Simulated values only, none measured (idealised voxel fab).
process module | voxel wiring stack
Each square cell in cross-section cut measures 5 nm, and the section as a whole is 290 nm wide.
A cross-section is a grid of square cells, given in bands from the top down. A band is one or more rows of cells. What a band's entry tells you: where the top is and where the bottom is, as heights in nm, and after that what lies inside, material by material from left to right, each with its width in nm. Empty space is written as the word "blank", and a single material marked with the word "everywhere" occupies the band from edge to edge. Beneath 0, the wafer as received is one material, and that level is where height counting begins. The lowest band goes on downward without a bottom; it is written like "z 0 and below". Width spec "30->40" -> top row of cells at first value, bottom row at second value, equal per-row change in between. You'll sometimes find "no change" written for a step, and that's the way of saying that nowhere in the cross-section did a cell change during that step. If an empty space has no open way to the top and is at least 8 cells in size, "Unvented internal voids" lists it, written width x height at distance, where distance is measured from the left edge and every value is in nm. On a step's line, text after the settings is the simulator commenting on that step. For masked steps, "overlay nm" on the step line gives how far right of plan the mask actually lay; a minus sign means it lay to the left.
-- List of planned process steps
1: RECEIVE,material Si
2: CONFORMAL_DEP,material SiO2,thk nm 15
3: DIRECTIONAL_DEP,material TiN,thk nm 5
4: DIRECTIONAL_DEP,material W,thk nm 20
5: DIRECTIONAL_DEP,material aC,thk nm 10
6: PATTERN,tone cover,mask id METAL_1,material resist,width nm 30,pitch nm 60,thk nm 25,overlay nm 0
7: DIRECTIONAL_ETCH,etch materials aC,depth nm 10
8: STRIP,etch materials resist
9: DIRECTIONAL_ETCH,etch materials W,depth nm 20
10: DIRECTIONAL_ETCH,etch materials TiN,depth nm 5
11: STRIP,etch materials aC
12: FILL_DEP,material SiO2,thk nm 5
13: CMP,height nm 40
14: CONFORMAL_DEP,material SiCN,thk nm 5
15: DIRECTIONAL_DEP,material lowk,thk nm 30
16: PATTERN,tone open,mask id METAL_2_HOLES,material resist,width nm 15,pitch nm 120,thk nm 15,overlay nm 0
17: DIRECTIONAL_ETCH,etch materials lowk,depth nm 30
18: STRIP,etch materials resist
19: PATTERN,tone open,mask id METAL_2,material resist,width nm 30,pitch nm 60,thk nm 20,overlay nm 0
20: DIRECTIONAL_ETCH,etch materials lowk,depth nm 20
21: DIRECTIONAL_ETCH,etch materials SiCN,depth nm 5
22: STRIP,etch materials resist
23: CONFORMAL_DEP,material TiN,thk nm 5
24: FILL_DEP,material Cu,thk nm 10
25: CMP,height nm 75
26: CONFORMAL_DEP,material SiCN,thk nm 5
27: DIRECTIONAL_DEP,material SiO2,thk nm 15
28: PATTERN,tone open,mask id PLUG_2,material resist,width nm 15,pitch nm 60,thk nm 15,overlay nm 0
29: DIRECTIONAL_ETCH,etch materials SiO2,depth nm 15
30: DIRECTIONAL_ETCH,etch materials SiCN,depth nm 5
31: STRIP,etch materials resist
32: EPI,material Ru,thk nm 10
33: EPI,material Ru,thk nm 10
34: DIRECTIONAL_DEP,material TiN,thk nm 5
35: DIRECTIONAL_DEP,material W,thk nm 20
36: DIRECTIONAL_DEP,material aC,thk nm 10
37: PATTERN,tone cover,mask id METAL_3,material resist,width nm 30,pitch nm 60,thk nm 25,overlay nm 0
38: DIRECTIONAL_ETCH,etch materials aC,depth nm 10
39: STRIP,etch materials resist
40: DIRECTIONAL_ETCH,etch materials W,depth nm 20
41: DIRECTIONAL_ETCH,etch materials TiN,depth nm 5
42: STRIP,etch materials aC
43: FILL_DEP,material lowk,thk nm 5
44: CMP,height nm 120
45: CONFORMAL_DEP,material SiCN,thk nm 5
-- Incoming wafer in cross-section (state: after step 1)
  z 0 and below = Si everywhere
  Unvented internal voids: none
-- Result of the module, cross-sectioned: start per above, plan per above, one error in how it was run
  z 125 to 120 = SiCN everywhere
  z 120 to 110 = 70 lowk, 30 W, 30 lowk, 30 W, 30 lowk, 30 W, 70 lowk
  z 110 to 105 = 70 lowk, 25 TiN, 5 W, 30 lowk, 25 TiN, 5 W, 30 lowk, 25 TiN, 5 W, 70 lowk
  z 105 to 100 = 60 lowk, 35 Ru, 5 W, 20 lowk, 35 Ru, 5 W, 20 lowk, 35 Ru, 5 W, 70 lowk
  z 100 to 95 = 60 lowk, 35 Ru, 5 TiN, 20 lowk, 35 Ru, 5 TiN, 20 lowk, 35 Ru, 5 TiN, 70 lowk
  z 95 to 80 = 70 SiO2, 15 Ru, 45 SiO2, 15 Ru, 45 SiO2, 15 Ru, 85 SiO2
  z 80 to 75 = 70 SiCN, 15 Ru, 45 SiCN, 15 Ru, 45 SiCN, 15 Ru, 85 SiCN
  z 75 to 60 = 70 lowk, 5 TiN, 20 Cu, 5 TiN, 30 lowk, 5 TiN, 20 Cu, 5 TiN, 30 lowk, 5 TiN, 20 Cu, 5 TiN, 70 lowk
  z 60 to 55 = 70 lowk, 5 TiN, 5 Cu, 20 TiN, 30 lowk, 30 TiN, 30 lowk, 5 TiN, 5 Cu, 20 TiN, 70 lowk
  z 55 to 45 = 70 lowk, 5 TiN, 5 Cu, 5 TiN, 105 lowk, 5 TiN, 5 Cu, 5 TiN, 85 lowk
  z 45 to 40 = 70 SiCN, 15 TiN, 105 SiCN, 15 TiN, 85 SiCN
  z 40 to 20 = 70 SiO2, 30 W, 30 SiO2, 30 W, 30 SiO2, 30 W, 70 SiO2
  z 20 to 15 = 70 SiO2, 30 TiN, 30 SiO2, 30 TiN, 30 SiO2, 30 TiN, 70 SiO2
  z 15 to 0 = SiO2 everywhere
  z 0 and below = Si everywhere
  Unvented internal voids: none
Nonconformance to the process plan: one of 32 and 33 ran twice, no way to know which since they are all identical
